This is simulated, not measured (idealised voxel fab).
Name of the process module below: voxel quadruple lines
The cross-section on display is named cut; it measures 230 nm wide, and its cells are 5 nm squares.
Heads up, the way a cross-section reads in here is a grid of square cells, handed over as bands from the top down, with every band being one or more rows of cells. Band: top height; bottom height; in nm. Then, left to right: material with width in nm, for each material. "edge to edge": a single material spanning edge to edge. "empty": empty space. Where do heights start? At 0: under that level the wafer as delivered is made of one material only. And the lowest band has no floor; it just carries on downward, as in "z 0 and below". The notation "30..40" denotes a width that varies across the rows of cells in the band, beginning at the first number in the top row, finishing at the second number in the bottom row, and changing by an identical amount from each row to the next. "remained unchanged" after a step means that no cell of the cross-section changed. The entry "Trapped void list" lists the empty spaces that cover at least 8 cells and have no open path to the top. Each is written as width x height at distance, where the distance is measured from the left edge and all three values are in nm. Whatever follows a step's settings on its line is a remark the simulator itself makes about that step. overlay nm: step with mask; distance mask lay right of planned place; negative value = left of planned place.
-- Process steps foreseen in the plan
1,RECEIVE, material Si
2,CONFORMAL_DEP, material SiO2, thk nm 5
3,DIRECTIONAL_DEP, material TiN, thk nm 10
4,DIRECTIONAL_DEP, material polySi, thk nm 15
5,DIRECTIONAL_DEP, material aC, thk nm 20
6,PATTERN, tone cover, mask id MANDREL, material resist, width nm 25, thk nm 25, overlay nm 0
7,DIRECTIONAL_ETCH, etch materials aC, depth nm 20
8,STRIP, etch materials resist
9,CONFORMAL_DEP, material SiO2, thk nm 15
10,DIRECTIONAL_ETCH, etch materials SiO2, depth nm 15
11,STRIP, etch materials aC
12,DIRECTIONAL_ETCH, etch materials polySi, depth nm 15
13,STRIP, etch materials SiO2
14,CONFORMAL_DEP, material SiCN, thk nm 5
15,DIRECTIONAL_ETCH, etch materials SiCN, depth nm 5
16,STRIP, etch materials polySi
17,DIRECTIONAL_ETCH, etch materials TiN, depth nm 10
18,STRIP, etch materials SiCN
19,FILL_DEP, material SiO2, thk nm 5
20,CMP, height nm 15
-- Account of the first of two wafers, which was processed as intended
-- as received, after step 1
  z 0 and below: Si edge to edge
  Trapped void list: none
-- The wafer in cross-section once step 2 is complete
  z 5 to 0: SiO2 edge to edge
  Heights below 0 show no change.
-- The wafer in cross-section once step 3 is complete
  z 15 to 5: TiN edge to edge
  Heights below 5 show no change.
-- The wafer in cross-section once step 4 is complete
  z 30 to 15: polySi edge to edge
  Heights below 15 show no change.
-- The wafer in cross-section once step 5 is complete
  z 50 to 30: aC edge to edge
  Heights below 30 show no change.
-- The wafer in cross-section once step 6 is complete
  z 75 to 50: empty: 100 | resist: 25 | empty: 105
  Heights below 50 show no change.
-- The wafer in cross-section once step 7 is complete
  z 55 to 50: empty: 100 | resist: 25 | empty: 105
  z 50 to 30: empty: 100 | aC: 25 | empty: 105
  Heights below 30 show no change.
-- The wafer in cross-section once step 8 is complete
  z 50 to 30: empty: 100 | aC: 25 | empty: 105
  Heights below 30 show no change.
-- The wafer in cross-section once step 9 is complete
  z 65 to 50: empty: 85 | SiO2: 55 | empty: 90
  z 50 to 45: empty: 85 | SiO2: 15 | aC: 25 | SiO2: 15 | empty: 90
  z 45 to 30: SiO2: 100 | aC: 25 | SiO2: 105
  Heights below 30 show no change.
-- The wafer in cross-section once step 10 is complete
  z 50 to 30: empty: 85 | SiO2: 15 | aC: 25 | SiO2: 15 | empty: 90
  Heights below 30 show no change.
-- The wafer in cross-section once step 11 is complete
  z 50 to 30: empty: 85 | SiO2: 15 | empty: 25 | SiO2: 15 | empty: 90
  Heights below 30 show no change.
-- The wafer in cross-section once step 12 is complete
  z 50 to 30: empty: 85 | SiO2: 15 | empty: 25 | SiO2: 15 | empty: 90
  z 30 to 15: empty: 85 | polySi: 15 | empty: 25 | polySi: 15 | empty: 90
  Heights below 15 show no change.
-- The wafer in cross-section once step 13 is complete
  z 30 to 15: empty: 85 | polySi: 15 | empty: 25 | polySi: 15 | empty: 90
  Heights below 15 show no change.
-- The wafer in cross-section once step 14 is complete
  z 35 to 30: empty: 80 | SiCN: 25 | empty: 15 | SiCN: 25 | empty: 85
  z 30 to 20: empty: 80 | SiCN: 5 | polySi: 15 | SiCN: 5 | empty: 15 | SiCN: 5 | polySi: 15 | SiCN: 5 | empty: 85
  z 20 to 15: SiCN: 85 | polySi: 15 | SiCN: 25 | polySi: 15 | SiCN: 90
  Heights below 15 show no change.
-- The wafer in cross-section once step 15 is complete
  z 30 to 15: empty: 80 | SiCN: 5 | polySi: 15 | SiCN: 5 | empty: 15 | SiCN: 5 | polySi: 15 | SiCN: 5 | empty: 85
  Heights below 15 show no change.
-- The wafer in cross-section once step 16 is complete
  z 30 to 15: empty: 80 | SiCN: 5 | empty: 15 | SiCN: 5 | empty: 15 | SiCN: 5 | empty: 15 | SiCN: 5 | empty: 85
  Heights below 15 show no change.
-- The wafer in cross-section once step 17 is complete
  z 30 to 15: empty: 80 | SiCN: 5 | empty: 15 | SiCN: 5 | empty: 15 | SiCN: 5 | empty: 15 | SiCN: 5 | empty: 85
  z 15 to 5: empty: 80 | TiN: 5 | empty: 15 | TiN: 5 | empty: 15 | TiN: 5 | empty: 15 | TiN: 5 | empty: 85
  Heights below 5 show no change.
-- The wafer in cross-section once step 18 is complete
  z 15 to 5: empty: 80 | TiN: 5 | empty: 15 | TiN: 5 | empty: 15 | TiN: 5 | empty: 15 | TiN: 5 | empty: 85
  Heights below 5 show no change.
-- The wafer in cross-section once step 19 is complete
  z 20 to 15: SiO2 edge to edge
  z 15 to 5: SiO2: 80 | TiN: 5 | SiO2: 15 | TiN: 5 | SiO2: 15 | TiN: 5 | SiO2: 15 | TiN: 5 | SiO2: 85
  Heights below 5 show no change.
-- The wafer in cross-section once step 20 is complete
  z 15 to 5: SiO2: 80 | TiN: 5 | SiO2: 15 | TiN: 5 | SiO2: 15 | TiN: 5 | SiO2: 15 | TiN: 5 | SiO2: 85
  Heights below 5 show no change.
-- Notes, second wafer: start = first wafer's, plan = first wafer's, execution had one mistake; history identical to first through step 1
-- Here is the second wafer in cross-section at the point where step 2 of the plan should have been done
  z 5 to 0: aC edge to edge
  Heights below 0 show no change.
-- Here is the second wafer in cross-section at the point where step 3 of the plan should have been done
  z 15 to 5: TiN edge to edge
  Heights below 5 show no change.
-- Here is the second wafer in cross-section at the point where step 4 of the plan should have been done
  z 30 to 15: polySi edge to edge
  Heights below 15 show no change.
-- Here is the second wafer in cross-section at the point where step 5 of the plan should have been done
  z 50 to 30: aC edge to edge
  Heights below 30 show no change.
-- Here is the second wafer in cross-section at the point where step 6 of the plan should have been done
  z 75 to 50: empty: 100 | resist: 25 | empty: 105
  Heights below 50 show no change.
-- Here is the second wafer in cross-section at the point where step 7 of the plan should have been done
  z 55 to 50: empty: 100 | resist: 25 | empty: 105
  z 50 to 30: empty: 100 | aC: 25 | empty: 105
  Heights below 30 show no change.
-- Here is the second wafer in cross-section at the point where step 8 of the plan should have been done
  z 50 to 30: empty: 100 | aC: 25 | empty: 105
  Heights below 30 show no change.
-- Here is the second wafer in cross-section at the point where step 9 of the plan should have been done
  z 65 to 50: empty: 85 | SiO2: 55 | empty: 90
  z 50 to 45: empty: 85 | SiO2: 15 | aC: 25 | SiO2: 15 | empty: 90
  z 45 to 30: SiO2: 100 | aC: 25 | SiO2: 105
  Heights below 30 show no change.
-- Here is the second wafer in cross-section at the point where step 10 of the plan should have been done
  z 50 to 30: empty: 85 | SiO2: 15 | aC: 25 | SiO2: 15 | empty: 90
  Heights below 30 show no change.
-- Here is the second wafer in cross-section at the point where step 11 of the plan should have been done
  z 50 to 30: empty: 85 | SiO2: 15 | empty: 25 | SiO2: 15 | empty: 90
  Heights below 30 show no change.
-- Here is the second wafer in cross-section at the point where step 12 of the plan should have been done
  z 50 to 30: empty: 85 | SiO2: 15 | empty: 25 | SiO2: 15 | empty: 90
  z 30 to 15: empty: 85 | polySi: 15 | empty: 25 | polySi: 15 | empty: 90
  Heights below 15 show no change.
-- Here is the second wafer in cross-section at the point where step 13 of the plan should have been done
  z 30 to 15: empty: 85 | polySi: 15 | empty: 25 | polySi: 15 | empty: 90
  Heights below 15 show no change.
-- Here is the second wafer in cross-section at the point where step 14 of the plan should have been done
  z 35 to 30: empty: 80 | SiCN: 25 | empty: 15 | SiCN: 25 | empty: 85
  z 30 to 20: empty: 80 | SiCN: 5 | polySi: 15 | SiCN: 5 | empty: 15 | SiCN: 5 | polySi: 15 | SiCN: 5 | empty: 85
  z 20 to 15: SiCN: 85 | polySi: 15 | SiCN: 25 | polySi: 15 | SiCN: 90
  Heights below 15 show no change.
-- Here is the second wafer in cross-section at the point where step 15 of the plan should have been done
  z 30 to 15: empty: 80 | SiCN: 5 | polySi: 15 | SiCN: 5 | empty: 15 | SiCN: 5 | polySi: 15 | SiCN: 5 | empty: 85
  Heights below 15 show no change.
-- Here is the second wafer in cross-section at the point where step 16 of the plan should have been done
  z 30 to 15: empty: 80 | SiCN: 5 | empty: 15 | SiCN: 5 | empty: 15 | SiCN: 5 | empty: 15 | SiCN: 5 | empty: 85
  Heights below 15 show no change.
-- Here is the second wafer in cross-section at the point where step 17 of the plan should have been done
  z 30 to 15: empty: 80 | SiCN: 5 | empty: 15 | SiCN: 5 | empty: 15 | SiCN: 5 | empty: 15 | SiCN: 5 | empty: 85
  z 15 to 5: empty: 80 | TiN: 5 | empty: 15 | TiN: 5 | empty: 15 | TiN: 5 | empty: 15 | TiN: 5 | empty: 85
  Heights below 5 show no change.
-- Here is the second wafer in cross-section at the point where step 18 of the plan should have been done
  z 15 to 5: empty: 80 | TiN: 5 | empty: 15 | TiN: 5 | empty: 15 | TiN: 5 | empty: 15 | TiN: 5 | empty: 85
  Heights below 5 show no change.
-- Here is the second wafer in cross-section at the point where step 19 of the plan should have been done
  z 20 to 15: SiO2 edge to edge
  z 15 to 5: SiO2: 80 | TiN: 5 | SiO2: 15 | TiN: 5 | SiO2: 15 | TiN: 5 | SiO2: 15 | TiN: 5 | SiO2: 85
  Heights below 5 show no change.
-- Here is the second wafer in cross-section at the point where step 20 of the plan should have been done
  z 15 to 5: SiO2: 80 | TiN: 5 | SiO2: 15 | TiN: 5 | SiO2: 15 | TiN: 5 | SiO2: 15 | TiN: 5 | SiO2: 85
  Heights below 5 show no change.
The plan and the run diverged here: step 2 off recipe, ran as CONFORMAL_DEP, material aC, thk nm 5
End check, counted in cells, second wafer has more or fewer of these materials than the first: 46 fewer of SiO2; 46 more of aC
